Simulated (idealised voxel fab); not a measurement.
This section sets out a process module, namely voxel ribs on slabs.
Square cell edge 5 nm, section width 270 nm, ID cut.
A cross-section is a grid of square cells, given in bands from the top down. A band is one or more rows of cells.
In this notation a band is specified by the heights of its top and bottom, in that order and in nm, after which its materials appear from left to right, each paired with its width in nm. The word "throughout" attached to a single material means that material fills the band from edge to edge; the word "air" stands for empty space.
Beneath 0, the wafer as received is one material, and that level is where height counting begins. The lowest band goes on downward without a bottom; it is written like "0 -> down".
Note: "30->40" means the width goes from the first number (top row of the band) to the second number (bottom row) in equal steps per row of cells.
"no alterations made" after a step means that no cell of the cross-section changed.
"Unvented voids" means: voids of 8 cells or more that are shut off from the top with no open way through. Written width x height at distance, distance from the left edge, in nm.
Past the settings on a step's line: simulator remark, on that step.
"overlay nm" denotes, for a step that has a mask, the displacement of the mask to the right of its planned place, with negative values corresponding to the left.
# The following list gives the planned process steps
1: RECEIVE (material Si)
2: DIRECTIONAL_DEP (material SiO2; thk nm 25)
3: DIRECTIONAL_DEP (material SiN; thk nm 20)
4: DIRECTIONAL_DEP (material aC; thk nm 15)
5: PATTERN (tone cover; mask id RIB; material resist; width nm 15; thk nm 35; overlay nm 0)
6: DIRECTIONAL_ETCH (etch materials aC; depth nm 15)
7: STRIP (etch materials resist)
8: DIRECTIONAL_ETCH (etch materials SiN; depth nm 5)
9: STRIP (etch materials aC)
10: MASKED_ETCH (tone cover; mask id SLAB; width nm 55; etch materials SiN; depth nm 15; overlay nm 0)
11: FILL_DEP (material SiO2; thk nm 15)
12: CMP (height nm 55)
13: DIRECTIONAL_DEP (material W; thk nm 10)
14: PATTERN (tone cover; mask id HEATER; material resist; width nm 25; thk nm 15; overlay nm 0)
15: DIRECTIONAL_ETCH (etch materials W; depth nm 10)
16: STRIP (etch materials resist)
17: CONFORMAL_DEP (material SiN; thk nm 5)
# First wafer out of two, processed as planned
# Cross-section, incoming material, after step 1
0 -> down  Si throughout
Unvented voids: none
# Wafer section view after processing step 2
25 -> 0  SiO2 throughout
No changes below 0.
# Wafer section view after processing step 3
45 -> 25  SiN throughout
No changes below 25.
# Wafer section view after processing step 4
60 -> 45  aC throughout
No changes below 45.
# Wafer section view after processing step 5
95 -> 60  air=125 | resist=15 | air=130
No changes below 60.
# Wafer section view after processing step 6
80 -> 60  air=125 | resist=15 | air=130
60 -> 45  air=125 | aC=15 | air=130
No changes below 45.
# Wafer section view after processing step 7
60 -> 45  air=125 | aC=15 | air=130
No changes below 45.
# Wafer section view after processing step 8
60 -> 45  air=125 | aC=15 | air=130
45 -> 40  air=125 | SiN=15 | air=130
No changes below 40.
# Wafer section view after processing step 9
45 -> 40  air=125 | SiN=15 | air=130
No changes below 40.
# Wafer section view after processing step 10
45 -> 40  air=125 | SiN=15 | air=130
40 -> 25  air=105 | SiN=55 | air=110
No changes below 25.
# Wafer section view after processing step 11
60 -> 45  SiO2 throughout
45 -> 40  SiO2=125 | SiN=15 | SiO2=130
40 -> 25  SiO2=105 | SiN=55 | SiO2=110
No changes below 25.
# Wafer section view after processing step 12
55 -> 45  SiO2 throughout
No changes below 45.
# Wafer section view after processing step 13
65 -> 55  W throughout
No changes below 55.
# Wafer section view after processing step 14
80 -> 65  air=120 | resist=25 | air=125
No changes below 65.
# Wafer section view after processing step 15
80 -> 65  air=120 | resist=25 | air=125
65 -> 55  air=120 | W=25 | air=125
No changes below 55.
# Wafer section view after processing step 16
65 -> 55  air=120 | W=25 | air=125
No changes below 55.
# Wafer section view after processing step 17
70 -> 65  air=115 | SiN=35 | air=120
65 -> 60  air=115 | SiN=5 | W=25 | SiN=5 | air=120
60 -> 55  SiN=120 | W=25 | SiN=125
No changes below 55.
# Notes, second wafer: start = first wafer's, plan = first wafer's, execution had one mistake; history identical to first through step 10
# Second wafer cross-section, taken as of the time the plan sets for step 11 to be done
60 -> 45  W throughout
45 -> 40  W=125 | SiN=15 | W=130
40 -> 25  W=105 | SiN=55 | W=110
No changes below 25.
# Second wafer cross-section, taken as of the time the plan sets for step 12 to be done
55 -> 45  W throughout
No changes below 45.
# Second wafer cross-section, taken as of the time the plan sets for step 13 to be done
65 -> 45  W throughout
No changes below 45.
# Second wafer cross-section, taken as of the time the plan sets for step 14 to be done
80 -> 65  air=120 | resist=25 | air=125
No changes below 65.
# Second wafer cross-section, taken as of the time the plan sets for step 15 to be done
80 -> 65  air=120 | resist=25 | air=125
65 -> 55  air=120 | W=25 | air=125
No changes below 55.
# Second wafer cross-section, taken as of the time the plan sets for step 16 to be done
65 -> 55  air=120 | W=25 | air=125
No changes below 55.
# Second wafer cross-section, taken as of the time the plan sets for step 17 to be done
70 -> 65  air=115 | SiN=35 | air=120
65 -> 60  air=115 | SiN=5 | W=25 | SiN=5 | air=120
60 -> 55  SiN=120 | W=25 | SiN=125
No changes below 55.
What broke from the plan during processing? step 11 ran differently from the plan; actual operation with settings: FILL_DEP (material W; thk nm 15)
Counted in cells at the end, the second wafer holds more or fewer of these materials than the first: -288 SiO2, +288 W
